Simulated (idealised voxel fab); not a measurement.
Name of the process module below: voxel plated lines
Square cells of 5 nm make up the cross-section cut, whose width is 300 nm.
Reading order for cross-sections: top band down to bottom band. Underlying form: a grid of square cells. Band size: one or more rows of cells. The entry gives the band's vertical extent as a top height and a bottom height in nm, then its horizontal make-up as materials from left to right, each with a width in nm. "empty" stands for empty space; a single material marked "all across" fills the band edge to edge. Ref level 0: as-received wafer is one material below here. Bottom band extends down with no lower bound ("0 and below"). Graded width ("30 to 40"): value in top row of band = first number; value in bottom row = second number; row-to-row change constant. You'll sometimes find "no alteration" written for a step, and that's the way of saying that nowhere in the cross-section did a cell change during that step. Entry "Closed cavities". Content: empty spaces with no open connection to the top, size 8 cells or greater. Each: width x height at distance. Distance: from left edge. Unit: nm. Text after the settings on a step's line: the simulator's own remark on that step. You can add "overlay nm" to a step's line. For a step with a mask, it describes how far the mask lay to the right of its planned position, and a negative number describes a lay to the left.
Process steps (planned)
1,RECEIVE (material Si)
2,CONFORMAL_DEP (material Al2O3; thk nm 5)
3,DIRECTIONAL_DEP (material TiN; thk nm 5)
4,PATTERN (tone open; mask id LINES; material resist; width nm 20; pitch nm 35; thk nm 25; overlay nm 0)
5,EPI (material Ru; thk nm 10)
6,EPI (material Ru; thk nm 10)
7,STRIP (etch materials resist)
8,DIRECTIONAL_ETCH (etch materials TiN; depth nm 5)
9,CONFORMAL_DEP (material SiN; thk nm 5)
Wafer at receipt (post step 1), cross-section
* 0 and below | Si all across
* Closed cavities: none
The following cross-section depicts the wafer upon conclusion of the module. Processing commenced from the starting condition illustrated above and adhered to the plan illustrated above, save for one mistake in execution
* 45 down to 40 | empty (75); SiN (145); empty (80)
* 40 down to 30 | empty (75); SiN (5 to 10); Ru (30 to 20); SiN (5 to 15); Ru (30 to 20); SiN (5 to 15); Ru (30 to 20); SiN (5 to 15); Ru (30 to 20); SiN (5 to 10); empty (80)
* 30 down to 15 | empty (80); SiN (5); Ru (20); SiN (5); empty (5); SiN (5); Ru (20); SiN (5); empty (5); SiN (5); Ru (20); SiN (5); empty (5); SiN (5); Ru (20); SiN (5); empty (85)
* 15 down to 10 | empty (75); SiN (10); Ru (20); SiN (15); Ru (20); SiN (15); Ru (20); SiN (15); Ru (20); SiN (10); empty (80)
* 10 down to 5 | SiN (80); TiN (30); SiN (5); TiN (30); SiN (5); TiN (30); SiN (5); TiN (30); SiN (85)
* 5 down to 0 | Al2O3 all across
* 0 and below | Si all across
* Closed cavities: none
Processing error: one of steps 5 and 6 run twice (steps identical, which one unknown)
